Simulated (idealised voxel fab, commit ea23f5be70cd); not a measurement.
Process module name: voxel capacitor over wiring
Section cut is 210 nm wide and gridded with 5 nm square cells.
A cross-section in this document is a grid of square cells, and it is written down as bands, the top band listed before the ones below it; a band is made up of one or more rows of cells.
Band entry format. Leading values: height of top, height of bottom, nm. Remainder: materials in left-to-right order, each with its width in nm. Special words: "everywhere" on a single material, which then fills the band edge to edge; "air", empty space.
Basically, 0 is our baseline, since under it the wafer straight out of the box is all one material. The bottom band has no lower end and keeps on going down, so it looks like "0 -> down".
Width: "30..40" (first number = top row, second number = bottom row, same change from row to row of cells).
When a step is marked "remained the same", none of the cells in the cross-section changed during that step.
Heads up: "Voids, sealed" only lists the empty pockets with no open path to the top that are 8 cells or more, and it writes them as width x height at distance, distance from the left edge, in nm.
It should be noted that, on the line of a given step, the content following the step's settings is a remark produced by the simulator itself with respect to that step.
The "overlay nm" setting may appear on a step's line; for a step that uses a mask, it gives how far to the right of its planned position the mask lay, and a negative value indicates the left.
How should the pairs below be read? Each gives the cross-section before one process step and the cross-section after it, the latter drawn only to the lowest band that changed; the step that lies between them, with its settings, appears under the pair. Does a pair pick up where the pair above left off? Only where its entry headed "Geometry before processing" says so, since pairs can come from different runs of this module on the same starting wafer.

Geometry before processing
* 115 -> 95: resist (70) | air (15) | resist (125)
* 95 -> 80: SiO2 (70) | air (15) | SiO2 (125)
* 80 -> 75: SiO2 (60) | TiN (65) | SiO2 (85)
* 75 -> 70: SiO2 (60) | HfO2 (65) | SiO2 (85)
* 70 -> 65: SiO2 (55) | TiN (75) | SiO2 (80)
* 65 -> 50: lowk (60) | Ru (15) | lowk (135)
* 50 -> 45: SiCN (60) | Ru (15) | SiCN (135)
* 45 -> 40: SiCN (40) | Ru (30) | SiCN (50) | Ru (30) | SiCN (60)
* 40 -> 20: SiO2 (45) | TiN (5) | W (10) | TiN (5) | SiO2 (60) | TiN (5) | W (10) | TiN (5) | SiO2 (65)
* 20 -> 15: SiCN (45) | TiN (20) | SiCN (60) | TiN (20) | SiCN (65)
* 15 -> 0: SiO2 everywhere
* 0 -> down: Si everywhere
* Voids, sealed: none

Post-Step Cross-Section
* 95 -> 80: SiO2 (70) | air (15) | SiO2 (125)
* No changes below 80.
* Voids, sealed: none
Step that separates the before view from the after view above: STRIP, etch materials resist

Geometry before processing: we pick up right where the pair above leaves off, with its after cross-section.

Post-Step Cross-Section
* 100 -> 95: TiN (75) | air (5) | TiN (130)
* 95 -> 85: SiO2 (70) | TiN (5) | air (5) | TiN (5) | SiO2 (125)
* 85 -> 75: SiO2 (70..60) | TiN (15..65) | SiO2 (125..85)
* No changes below 75.
* Voids, sealed: none
Step that separates the before view from the after view above: CONFORMAL_DEP, material TiN, thk nm 5

Geometry before processing: we pick up right where the pair above leaves off, with its after cross-section.

Post-Step Cross-Section
* 110 -> 100: Cu everywhere
* 100 -> 95: TiN (75) | Cu (5) | TiN (130)
* 95 -> 85: SiO2 (70) | TiN (5) | Cu (5) | TiN (5) | SiO2 (125)
* No changes below 85.
* Voids, sealed: none
Step that separates the before view from the after view above: FILL_DEP, material Cu, thk nm 10

Geometry before processing: we pick up right where the pair above leaves off, with its after cross-section.

Post-Step Cross-Section
* 95 -> 85: SiO2 (70) | TiN (5) | Cu (5) | TiN (5) | SiO2 (125)
* No changes below 85.
* Voids, sealed: none
Step that separates the before view from the after view above: CMP, height nm 95

Geometry before processing: we pick up right where the pair above leaves off, with its after cross-section.

Post-Step Cross-Section
* 100 -> 95: SiN everywhere
* No changes below 95.
* Voids, sealed: none
Step that separates the before view from the after view above: CONFORMAL_DEP, material SiN, thk nm 5

Geometry before processing
* 100 -> 95: TiN (75) | air (5) | TiN (130)
* 95 -> 85: SiO2 (70) | TiN (5) | air (5) | TiN (5) | SiO2 (125)
* 85 -> 75: SiO2 (70..60) | TiN (15..65) | SiO2 (125..85)
* 75 -> 70: SiO2 (60) | HfO2 (65) | SiO2 (85)
* 70 -> 65: SiO2 (55) | TiN (75) | SiO2 (80)
* 65 -> 50: lowk (60) | Ru (15) | lowk (135)
* 50 -> 45: SiCN (60) | Ru (15) | SiCN (135)
* 45 -> 40: SiCN (50) | Ru (30) | SiCN (50) | Ru (30) | SiCN (50)
* 40 -> 20: SiO2 (55) | TiN (5) | W (10) | TiN (5) | SiO2 (60) | TiN (5) | W (10) | TiN (5) | SiO2 (55)
* 20 -> 15: SiCN (55) | TiN (20) | SiCN (60) | TiN (20) | SiCN (55)
* 15 -> 0: SiO2 everywhere
* 0 -> down: Si everywhere
* Voids, sealed: none

Post-Step Cross-Section
* 110 -> 100: SiN everywhere
* 100 -> 95: TiN (75) | SiN (5) | TiN (130)
* 95 -> 85: SiO2 (70) | TiN (5) | SiN (5) | TiN (5) | SiO2 (125)
* No changes below 85.
* Voids, sealed: none
Step that separates the before view from the after view above: FILL_DEP, material SiN, thk nm 10

Geometry before processing: we pick up right where the pair above leaves off, with its after cross-section.

Post-Step Cross-Section
* 95 -> 85: SiO2 (70) | TiN (5) | SiN (5) | TiN (5) | SiO2 (125)
* No changes below 85.
* Voids, sealed: none
Step that separates the before view from the after view above: CMP, height nm 95

Geometry before processing: we pick up right where the pair above leaves off, with its after cross-section.

Post-Step Cross-Section
* 100 -> 95: SiN everywhere
* No changes below 95.
* Voids, sealed: none
Step that separates the before view from the after view above: CONFORMAL_DEP, material SiN, thk nm 5

Geometry before processing
* 65 -> 50: lowk everywhere
* 50 -> 45: SiCN everywhere
* 45 -> 40: SiCN (50) | Ru (30) | SiCN (50) | Ru (30) | SiCN (50)
* 40 -> 20: SiO2 (55) | TiN (5) | W (10) | TiN (5) | SiO2 (60) | TiN (5) | W (10) | TiN (5) | SiO2 (55)
* 20 -> 15: SiCN (55) | TiN (20) | SiCN (60) | TiN (20) | SiCN (55)
* 15 -> 0: SiO2 everywhere
* 0 -> down: Si everywhere
* Voids, sealed: none

Post-Step Cross-Section
* 65 -> 50: air (60) | lowk (15) | air (135)
* No changes below 50.
* Voids, sealed: none
Step that separates the before view from the after view above: MASKED_ETCH, tone cover, mask id PLUG_1, width nm 15, etch materials lowk, depth nm 15, overlay nm 0

Geometry before processing: we pick up right where the pair above leaves off, with its after cross-section.

Post-Step Cross-Section
* 70 -> 65: air (60) | TiN (15) | air (135)
* 65 -> 55: air (60) | lowk (15) | air (135)
* 55 -> 50: TiN (60) | lowk (15) | TiN (135)
* No changes below 50.
* Voids, sealed: none
Step that separates the before view from the after view above: DIRECTIONAL_DEP, material TiN, thk nm 5

Geometry before processing: we pick up right where the pair above leaves off, with its after cross-section.

Post-Step Cross-Section
* 75 -> 70: air (60) | HfO2 (15) | air (135)
* 70 -> 65: air (60) | TiN (15) | air (135)
* 65 -> 60: air (60) | lowk (15) | air (135)
* 60 -> 55: HfO2 (60) | lowk (15) | HfO2 (135)
* No changes below 55.
* Voids, sealed: none
Step that separates the before view from the after view above: DIRECTIONAL_DEP, material HfO2, thk nm 5

Geometry before processing: we pick up right where the pair above leaves off, with its after cross-section.

Post-Step Cross-Section
* 80 -> 75: air (60) | TiN (15) | air (135)
* 75 -> 70: air (60) | HfO2 (15) | air (135)
* 70 -> 65: air (60) | TiN (15) | air (135)
* 65 -> 60: TiN (60) | lowk (15) | TiN (135)
* No changes below 60.
* Voids, sealed: none
Step that separates the before view from the after view above: DIRECTIONAL_DEP, material TiN, thk nm 5

Geometry before processing: we pick up right where the pair above leaves off, with its after cross-section.

Post-Step Cross-Section
* 100 -> 80: air (60) | resist (65) | air (85)
* 80 -> 75: air (60) | TiN (15) | resist (50) | air (85)
* 75 -> 70: air (60) | HfO2 (15) | resist (50) | air (85)
* 70 -> 65: air (60) | TiN (15) | resist (50) | air (85)
* No changes below 65.
* Voids, sealed: none
Step that separates the before view from the after view above: PATTERN, tone cover, mask id UPPER_PLATE, material resist, width nm 65, thk nm 20, overlay nm 0

Geometry before processing: we pick up right where the pair above leaves off, with its after cross-section.

Post-Step Cross-Section
* 100 -> 80: air (60) | resist (65) | air (85)
* 80 -> 75: air (60) | TiN (15) | resist (50) | air (85)
* 75 -> 70: air (60) | HfO2 (15) | resist (50) | air (85)
* 70 -> 65: air (60) | TiN (15) | resist (50) | air (85)
* 65 -> 60: air (60) | lowk (15) | TiN (50) | air (85)
* No changes below 60.
* Voids, sealed: none
Step that separates the before view from the after view above: DIRECTIONAL_ETCH, etch materials TiN, depth nm 5

Geometry before processing: we pick up right where the pair above leaves off, with its after cross-section.

Post-Step Cross-Section
* 100 -> 80: air (60) | resist (65) | air (85)
* 80 -> 75: air (60) | TiN (15) | resist (50) | air (85)
* 75 -> 70: air (60) | HfO2 (15) | resist (50) | air (85)
* 70 -> 65: air (60) | TiN (15) | resist (50) | air (85)
* 65 -> 60: air (60) | lowk (15) | TiN (50) | air (85)
* 60 -> 55: air (60) | lowk (15) | HfO2 (50) | air (85)
* No changes below 55.
* Voids, sealed: none
Step that separates the before view from the after view above: DIRECTIONAL_ETCH, etch materials HfO2, depth nm 5

Geometry before processing: we pick up right where the pair above leaves off, with its after cross-section.

Post-Step Cross-Section
* 80 -> 75: air (60) | TiN (15) | air (135)
* 75 -> 70: air (60) | HfO2 (15) | air (135)
* 70 -> 65: air (60) | TiN (15) | air (135)
* No changes below 65.
* Voids, sealed: none
Step that separates the before view from the after view above: STRIP, etch materials resist

Geometry before processing: we pick up right where the pair above leaves off, with its after cross-section.

Post-Step Cross-Section
* 80 -> 75: air (60) | TiN (15) | air (135)
* 75 -> 70: air (60) | HfO2 (15) | air (135)
* 70 -> 65: air (60) | TiN (15) | air (135)
* 65 -> 60: air (60) | lowk (15) | TiN (50) | air (85)
* 60 -> 55: air (60) | lowk (15) | HfO2 (50) | air (85)
* 55 -> 50: air (55) | TiN (5) | lowk (15) | TiN (55) | air (80)
* No changes below 50.
* Voids, sealed: none
Step that separates the before view from the after view above: MASKED_ETCH, tone cover, mask id LOWER_PLATE, width nm 75, etch materials TiN, depth nm 5, overlay nm 0

Geometry before processing: we pick up right where the pair above leaves off, with its after cross-section.

Post-Step Cross-Section
* 100 -> 80: SiO2 everywhere
* 80 -> 75: SiO2 (60) | TiN (15) | SiO2 (135)
* 75 -> 70: SiO2 (60) | HfO2 (15) | SiO2 (135)
* 70 -> 65: SiO2 (60) | TiN (15) | SiO2 (135)
* 65 -> 60: SiO2 (60) | lowk (15) | TiN (50) | SiO2 (85)
* 60 -> 55: SiO2 (60) | lowk (15) | HfO2 (50) | SiO2 (85)
* 55 -> 50: SiO2 (55) | TiN (5) | lowk (15) | TiN (55) | SiO2 (80)
* No changes below 50.
* Voids, sealed: none
Step that separates the before view from the after view above: FILL_DEP, material SiO2, thk nm 20

Geometry before processing: we pick up right where the pair above leaves off, with its after cross-section.

Post-Step Cross-Section
* 95 -> 80: SiO2 everywhere
* No changes below 80.
* Voids, sealed: none
Step that separates the before view from the after view above: CMP, height nm 95

Geometry before processing: we pick up right where the pair above leaves off, with its after cross-section.

Post-Step Cross-Section
* 115 -> 95: resist (70) | air (15) | resist (125)
* No changes below 95.
* Voids, sealed: none
Step that separates the before view from the after view above: PATTERN, tone open, mask id PLUG_2, material resist, width nm 15, thk nm 20, overlay nm 0

Geometry before processing: we pick up right where the pair above leaves off, with its after cross-section.

Post-Step Cross-Section
* 115 -> 95: resist (70) | air (15) | resist (125)
* 95 -> 80: SiO2 (70) | air (15) | SiO2 (125)
* No changes below 80.
* Voids, sealed: none
Step that separates the before view from the after view above: DIRECTIONAL_ETCH, etch materials SiO2, depth nm 15

Geometry before processing: we pick up right where the pair above leaves off, with its after cross-section.

Post-Step Cross-Section
* 95 -> 80: SiO2 (70) | air (15) | SiO2 (125)
* No changes below 80.
* Voids, sealed: none
Step that separates the before view from the after view above: STRIP, etch materials resist

Geometry before processing: we pick up right where the pair above leaves off, with its after cross-section.

Post-Step Cross-Section
* 100 -> 95: TiN (75) | air (5) | TiN (130)
* 95 -> 85: SiO2 (70) | TiN (5) | air (5) | TiN (5) | SiO2 (125)
* 85 -> 75: SiO2 (70..60) | TiN (15) | SiO2 (125..135)
* No changes below 75.
* Voids, sealed: none
Step that separates the before view from the after view above: CONFORMAL_DEP, material TiN, thk nm 5

Geometry before processing: we pick up right where the pair above leaves off, with its after cross-section.

Post-Step Cross-Section
* 110 -> 100: Cu everywhere
* 100 -> 95: TiN (75) | Cu (5) | TiN (130)
* 95 -> 85: SiO2 (70) | TiN (5) | Cu (5) | TiN (5) | SiO2 (125)
* No changes below 85.
* Voids, sealed: none
Step that separates the before view from the after view above: FILL_DEP, material Cu, thk nm 10

Geometry before processing: we pick up right where the pair above leaves off, with its after cross-section.

Post-Step Cross-Section
* 95 -> 85: SiO2 (70) | TiN (5) | Cu (5) | TiN (5) | SiO2 (125)
* No changes below 85.
* Voids, sealed: none
Step that separates the before view from the after view above: CMP, height nm 95

Geometry before processing: we pick up right where the pair above leaves off, with its after cross-section.

Post-Step Cross-Section
* 100 -> 95: SiN everywhere
* No changes below 95.
* Voids, sealed: none
Step that separates the before view from the after view above: CONFORMAL_DEP, material SiN, thk nm 5
